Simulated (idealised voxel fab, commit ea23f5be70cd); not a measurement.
voxel tone inversion: a process module
We display cut, a cross-section 240 nm in width whose square cells are each 5 nm.
When this document writes out a cross-section, it uses a grid of square cells and lists it as bands, beginning at the top and moving down, with a band standing for one or more rows of cells.
It is stipulated that each band's entry specify, in nanometres, the height of the top of the band and then that of its bottom, followed by the materials of the band in left-to-right sequence, each together with its width in nanometres. A single material marked by the word "everywhere" is understood to fill the band from edge to edge; the word "blank" is understood to denote empty space.
For the purposes of this specification, 0 denotes the height below which the wafer in its as-received condition is composed wholly of one material, and the lowermost band, lacking a lower limit, extends downward without end, as expressed in "0 -> down".
You'd read "30 to 40" like this: the band's top row of cells is as wide as the first number, its bottom row is as wide as the second, and going down, every row changes width by the same amount as the row before did.
Reading "nothing altered" for a step: not a cell of the cross-section changed in it.
This entry, "Closed internal voids", enumerates those empty regions of no fewer than 8 cells that possess no open connection to the top. Each region is reported in the form width x height at distance, the distance being taken from the left edge, with all three quantities expressed in nm.
Formally, on a step line, whatever follows the settings is a remark that the simulator itself makes on the step.
On any step carrying a mask, the "overlay nm" setting, if present on the step's line, tells how far right of its planned place the mask lay; negative values point to the left.

# plan
1. RECEIVE [material Si]
2. CONFORMAL_DEP [material SiN] [thk nm 10]
3. DIRECTIONAL_DEP [material aC] [thk nm 25]
4. PATTERN [tone cover] [mask id POSTS] [material resist] [width nm 20] [pitch nm 50] [thk nm 35] [overlay nm 0]
5. DIRECTIONAL_ETCH [etch materials aC] [depth nm 25]
6. STRIP [etch materials resist]
7. FILL_DEP [material lowk] [thk nm 5]
8. CMP [height nm 35]
9. STRIP [etch materials aC]
10. CONFORMAL_DEP [material TiN] [thk nm 5]
11. FILL_DEP [material Ru] [thk nm 10]
12. CMP [height nm 35]
13. CONFORMAL_DEP [material SiN] [thk nm 5]

# So, the first of our two wafers, run just as we planned it

# Shown in cross-section is the wafer as received, that is, as it stands after step 1
	0 -> down  Si everywhere
	Closed internal voids: none

# After step 2: wafer cross-section
	10 -> 0  SiN everywhere
	Lower than 0, everything is as it was.

# After step 3: wafer cross-section
	35 -> 10  aC everywhere
	Lower than 10, everything is as it was.

# After step 4: wafer cross-section
	70 -> 35  blank (35), then resist (20), then blank (30), then resist (20), then blank (30), then resist (20), then blank (30), then resist (20), then blank (35)
	Lower than 35, everything is as it was.

# After step 5: wafer cross-section
	45 -> 35  blank (35), then resist (20), then blank (30), then resist (20), then blank (30), then resist (20), then blank (30), then resist (20), then blank (35)
	35 -> 10  blank (35), then aC (20), then blank (30), then aC (20), then blank (30), then aC (20), then blank (30), then aC (20), then blank (35)
	Lower than 10, everything is as it was.

# After step 6: wafer cross-section
	35 -> 10  blank (35), then aC (20), then blank (30), then aC (20), then blank (30), then aC (20), then blank (30), then aC (20), then blank (35)
	Lower than 10, everything is as it was.

# After step 7: wafer cross-section
	40 -> 35  lowk everywhere
	35 -> 10  lowk (35), then aC (20), then lowk (30), then aC (20), then lowk (30), then aC (20), then lowk (30), then aC (20), then lowk (35)
	Lower than 10, everything is as it was.

# After step 8: wafer cross-section
	35 -> 10  lowk (35), then aC (20), then lowk (30), then aC (20), then lowk (30), then aC (20), then lowk (30), then aC (20), then lowk (35)
	Lower than 10, everything is as it was.

# After step 9: wafer cross-section
	35 -> 10  lowk (35), then blank (20), then lowk (30), then blank (20), then lowk (30), then blank (20), then lowk (30), then blank (20), then lowk (35)
	Lower than 10, everything is as it was.

# After step 10: wafer cross-section
	40 -> 35  TiN (40), then blank (10), then TiN (40), then blank (10), then TiN (40), then blank (10), then TiN (40), then blank (10), then TiN (40)
	35 -> 15  lowk (35), then TiN (5), then blank (10), then TiN (5), then lowk (30), then TiN (5), then blank (10), then TiN (5), then lowk (30), then TiN (5), then blank (10), then TiN (5), then lowk (30), then TiN (5), then blank (10), then TiN (5), then lowk (35)
	15 -> 10  lowk (35), then TiN (20), then lowk (30), then TiN (20), then lowk (30), then TiN (20), then lowk (30), then TiN (20), then lowk (35)
	Lower than 10, everything is as it was.

# After step 11: wafer cross-section
	50 -> 40  Ru everywhere
	40 -> 35  TiN (40), then Ru (10), then TiN (40), then Ru (10), then TiN (40), then Ru (10), then TiN (40), then Ru (10), then TiN (40)
	35 -> 15  lowk (35), then TiN (5), then Ru (10), then TiN (5), then lowk (30), then TiN (5), then Ru (10), then TiN (5), then lowk (30), then TiN (5), then Ru (10), then TiN (5), then lowk (30), then TiN (5), then Ru (10), then TiN (5), then lowk (35)
	Lower than 15, everything is as it was.

# After step 12: wafer cross-section
	35 -> 15  lowk (35), then TiN (5), then Ru (10), then TiN (5), then lowk (30), then TiN (5), then Ru (10), then TiN (5), then lowk (30), then TiN (5), then Ru (10), then TiN (5), then lowk (30), then TiN (5), then Ru (10), then TiN (5), then lowk (35)
	Lower than 15, everything is as it was.

# After step 13: wafer cross-section
	40 -> 35  SiN everywhere
	Lower than 35, everything is as it was.

# Wafer two. Identical start, identical plan. One mistake in execution. Identical history through step 2

# Second wafer, cross-section, planned end of step 3
	35 -> 0  SiN everywhere
	Lower than 0, everything is as it was.

# Second wafer, cross-section, planned end of step 4
	70 -> 35  blank (35), then resist (20), then blank (30), then resist (20), then blank (30), then resist (20), then blank (30), then resist (20), then blank (35)
	Lower than 35, everything is as it was.

# Second wafer, cross-section, planned end of step 5
	45 -> 35  blank (35), then resist (20), then blank (30), then resist (20), then blank (30), then resist (20), then blank (30), then resist (20), then blank (35)
	Lower than 35, everything is as it was.

# Second wafer, cross-section, planned end of step 6
	35 -> 0  SiN everywhere
	Lower than 0, everything is as it was.

# Second wafer, cross-section, planned end of step 7
	40 -> 35  lowk everywhere
	Lower than 35, everything is as it was.

# Second wafer, cross-section, planned end of step 8
	35 -> 0  SiN everywhere
	Lower than 0, everything is as it was.

Second wafer, cross-section, planned end of step 9: nothing altered

# Second wafer, cross-section, planned end of step 10
	40 -> 35  TiN everywhere
	Lower than 35, everything is as it was.

# Second wafer, cross-section, planned end of step 11
	50 -> 40  Ru everywhere
	Lower than 40, everything is as it was.

# Second wafer, cross-section, planned end of step 12
	35 -> 0  SiN everywhere
	Lower than 0, everything is as it was.

# Second wafer, cross-section, planned end of step 13
	40 -> 0  SiN everywhere
	Lower than 0, everything is as it was.
Want to know what went wrong? off-plan run, step 3, actual operation and settings DIRECTIONAL_DEP [material SiN] [thk nm 25]
Final wafer comparison in cells, second versus first, more or fewer per material: 32 fewer of Ru | 240 more of SiN | 48 fewer of TiN | 160 fewer of lowk
